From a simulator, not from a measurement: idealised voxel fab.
Process module name: voxel air gaps
The cross-section on display is named cut; it measures 300 nm wide, and its cells are 5 nm squares.
Bands, listed from the top down, are how a cross-section gets written in this document; the cross-section itself is a grid of square cells, and a band is one or more rows of them.
Top height, bottom height, nm. Materials left to right, width each, nm. Single material + "full width" = fills band edge to edge. "blank" = empty.
We count height from 0. Below that, the starting wafer is all one material. The lowest band never ends at the bottom but goes on down; see "from 0 down" for how that is written.
Per-row width for "30 to 40": begins at first number (top row of band), ends at second number (bottom row), increment between rows held constant.
A step reported as "no change occurred" is a step in which no cell of the cross-section changed.
Look at "Encapsulated voids" for the closed voids: empty spaces with no open path to the top, sized 8 cells or up. Each is width x height at distance, distance from the left edge, all nm.
Read whatever lies past the settings on a step's line as the simulator's own remark about the step.
overlay nm: how far to the right of its planned place the mask lay on this masked step (negative: to the left).
# Below is the list of planned process steps
1. RECEIVE, material Si
2. CONFORMAL_DEP, material SiO2, thk nm 10
3. CONFORMAL_DEP, material SiN, thk nm 5
4. DIRECTIONAL_DEP, material SiO2, thk nm 40
5. MASKED_ETCH, tone open, mask id LINES, width nm 20, pitch nm 45, etch materials SiO2, depth nm 40, overlay nm -15
6. CONFORMAL_DEP, material TiN, thk nm 5
7. FILL_DEP, material W, thk nm 10
8. CMP, height nm 55
9. EPI, material Ru, thk nm 10
10. SELECTIVE_ETCH, etch materials SiO2, depth nm 50
11. CONFORMAL_DEP, material SiN, thk nm 5
varied across the wafers: overlay nm of step 5. The plan shows the first wafer's value. All wafers start alike
# Received wafers, first of several: cross-section after step 1
> from 0 down | Si full width
> Encapsulated voids: none
# Cross-section of the first of several wafers once the module has run through its last step, step 11
> from 70 to 65 | 40 of blank / 185 of SiN / 75 of blank
> from 65 to 55 | 40 of blank / 5 of SiN / 40 of Ru / 5 of SiN / 40 of Ru / 5 of SiN / 40 of Ru / 5 of SiN / 40 of Ru / 5 of SiN / 75 of blank
> from 55 to 50 | 40 of blank / 15 of SiN / 5 of TiN / 10 of W / 5 of TiN / 25 of SiN / 5 of TiN / 10 of W / 5 of TiN / 25 of SiN / 5 of TiN / 10 of W / 5 of TiN / 25 of SiN / 5 of TiN / 10 of W / 5 of TiN / 15 of SiN / 75 of blank
> from 50 to 20 | 50 of blank / 5 of SiN / 5 of TiN / 10 of W / 5 of TiN / 5 of SiN / 15 of blank / 5 of SiN / 5 of TiN / 10 of W / 5 of TiN / 5 of SiN / 15 of blank / 5 of SiN / 5 of TiN / 10 of W / 5 of TiN / 5 of SiN / 15 of blank / 5 of SiN / 5 of TiN / 10 of W / 5 of TiN / 5 of SiN / 85 of blank
> from 20 to 15 | 55 of SiN / 20 of TiN / 25 of SiN / 20 of TiN / 25 of SiN / 20 of TiN / 25 of SiN / 20 of TiN / 90 of SiN
> from 15 to 10 | SiN full width
> from 10 to 0 | SiO2 full width
> from 0 down | Si full width
> Encapsulated voids: 15 x 30 at 80; 15 x 30 at 125; 15 x 30 at 170
# Sectional view of the last wafer upon completion of the module
> from 70 to 65 | 70 of blank / 185 of SiN / 45 of blank
> from 65 to 55 | 70 of blank / 5 of SiN / 40 of Ru / 5 of SiN / 40 of Ru / 5 of SiN / 40 of Ru / 5 of SiN / 40 of Ru / 5 of SiN / 45 of blank
> from 55 to 50 | 70 of blank / 15 of SiN / 5 of TiN / 10 of W / 5 of TiN / 25 of SiN / 5 of TiN / 10 of W / 5 of TiN / 25 of SiN / 5 of TiN / 10 of W / 5 of TiN / 25 of SiN / 5 of TiN / 10 of W / 5 of TiN / 15 of SiN / 45 of blank
> from 50 to 20 | 80 of blank / 5 of SiN / 5 of TiN / 10 of W / 5 of TiN / 5 of SiN / 15 of blank / 5 of SiN / 5 of TiN / 10 of W / 5 of TiN / 5 of SiN / 15 of blank / 5 of SiN / 5 of TiN / 10 of W / 5 of TiN / 5 of SiN / 15 of blank / 5 of SiN / 5 of TiN / 10 of W / 5 of TiN / 5 of SiN / 55 of blank
> from 20 to 15 | 85 of SiN / 20 of TiN / 25 of SiN / 20 of TiN / 25 of SiN / 20 of TiN / 25 of SiN / 20 of TiN / 60 of SiN
> from 15 to 10 | SiN full width
> from 10 to 0 | SiO2 full width
> from 0 down | Si full width
> Encapsulated voids: 15 x 30 at 110; 15 x 30 at 155; 15 x 30 at 200
# Per-wafer rows below. For each material: cells gained (+) or lost (-) since the wafer was received, as of end of module. Then: closed voids
overlay nm -15 | +64 Ru | +220 SiN | +120 SiO2 | +72 TiN | +56 W | Encapsulated voids: 15 x 30 at 80; 15 x 30 at 125; 15 x 30 at 170
overlay nm -10 | +64 Ru | +220 SiN | +120 SiO2 | +72 TiN | +56 W | Encapsulated voids: 15 x 30 at 85; 15 x 30 at 130; 15 x 30 at 175
overlay nm -5 | +64 Ru | +220 SiN | +120 SiO2 | +72 TiN | +56 W | Encapsulated voids: 15 x 30 at 90; 15 x 30 at 135; 15 x 30 at 180
overlay nm 0 | +64 Ru | +220 SiN | +120 SiO2 | +72 TiN | +56 W | Encapsulated voids: 15 x 30 at 95; 15 x 30 at 140; 15 x 30 at 185
overlay nm 5 | +64 Ru | +220 SiN | +120 SiO2 | +72 TiN | +56 W | Encapsulated voids: 15 x 30 at 100; 15 x 30 at 145; 15 x 30 at 190
overlay nm 10 | +64 Ru | +220 SiN | +120 SiO2 | +72 TiN | +56 W | Encapsulated voids: 15 x 30 at 105; 15 x 30 at 150; 15 x 30 at 195
overlay nm 15 | +64 Ru | +220 SiN | +120 SiO2 | +72 TiN | +56 W | Encapsulated voids: 15 x 30 at 110; 15 x 30 at 155; 15 x 30 at 200
